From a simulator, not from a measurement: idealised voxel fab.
The document below concerns the process module designated voxel ribs on slabs.
In the cross-section labelled cut, the width is 155 nm and each square cell is 5 nm.
Cross-sections here: square-cell grids, written as top-down lists of bands, a band being one or more rows of cells.
Look at the band entry: it leads with the top's height and the bottom's height in nm. Then it lists the materials left to right, with a width in nm for each. The word "throughout" on a single material says that material fills the band edge to edge. The word "blank" is empty space.
Height 0 is the level under which the wafer as received is all one material. The lowest band goes on downwards, as in "top 0, no bottom".
The two numbers in a width such as "30 to 40" mark its ends across the band: the first belongs to the top row of cells, the second to the bottom row, and from each row to the next the width moves by the same amount.
"no change occurred" means the step left every cell of the cross-section as it was.
The label "Unvented voids" introduces a list of the empty spaces, 8 cells or larger, that have no open way up to the top; each entry in it reads width x height at distance, where the distance is taken from the left edge and all three are stated in nm.
Past the settings on a step's line: simulator remark, on that step.
"overlay nm", when on a step's line for a step with a mask, measures how far to the right of its planned place the mask lay; a negative measure means to the left.

THE STEPS PLANNED FOR THE PROCESS ARE AS FOLLOWS
| 1 | RECEIVE, material Si |
| 2 | DIRECTIONAL_DEP, material SiO2, thk nm 20 |
| 3 | DIRECTIONAL_DEP, material polySi, thk nm 25 |
| 4 | PATTERN, tone cover, mask id RIB, material resist, width nm 25, thk nm 15, overlay nm 0 |
| 5 | DIRECTIONAL_ETCH, etch materials polySi, depth nm 5 |
| 6 | STRIP, etch materials resist |
| 7 | MASKED_ETCH, tone cover, mask id SLAB, width nm 85, etch materials polySi, depth nm 20, overlay nm 0 |
| 8 | FILL_DEP, material SiO2, thk nm 30 |
| 9 | CMP, height nm 65 |
| 10 | DIRECTIONAL_DEP, material TiN, thk nm 10 |
| 11 | DIRECTIONAL_DEP, material aC, thk nm 10 |
| 12 | PATTERN, tone cover, mask id HEATER, material resist, width nm 35, thk nm 30, overlay nm -15 |
| 13 | DIRECTIONAL_ETCH, etch materials aC, depth nm 10 |
| 14 | STRIP, etch materials resist |
| 15 | DIRECTIONAL_ETCH, etch materials TiN, depth nm 10 |
| 16 | STRIP, etch materials aC |
| 17 | CONFORMAL_DEP, material SiN, thk nm 10 |
Same starting wafers, different overlay nm at step 12. Plan value belongs to the first wafer.

AS RECEIVED, I.E. AFTER STEP 1: CROSS-SECTION THROUGH THE FIRST OF SEVERAL WAFERS
  top 0, no bottom  Si throughout
  Unvented voids: none

WAFER ROWS, END OF MODULE: CELLS PER MATERIAL GAINED (+) OR LOST (-) SINCE RECEIPT; CLOSED VOIDS LAST
overlay nm -15 | +70 SiN | +330 SiO2 | +14 TiN | +73 polySi | Unvented voids: none
overlay nm -10 | +70 SiN | +330 SiO2 | +14 TiN | +73 polySi | Unvented voids: none
overlay nm -5 | +70 SiN | +330 SiO2 | +14 TiN | +73 polySi | Unvented voids: none
overlay nm 0 | +70 SiN | +330 SiO2 | +14 TiN | +73 polySi | Unvented voids: none
overlay nm 5 | +70 SiN | +330 SiO2 | +14 TiN | +73 polySi | Unvented voids: none
overlay nm 10 | +70 SiN | +330 SiO2 | +14 TiN | +73 polySi | Unvented voids: none
overlay nm 15 | +70 SiN | +330 SiO2 | +14 TiN | +73 polySi | Unvented voids: none
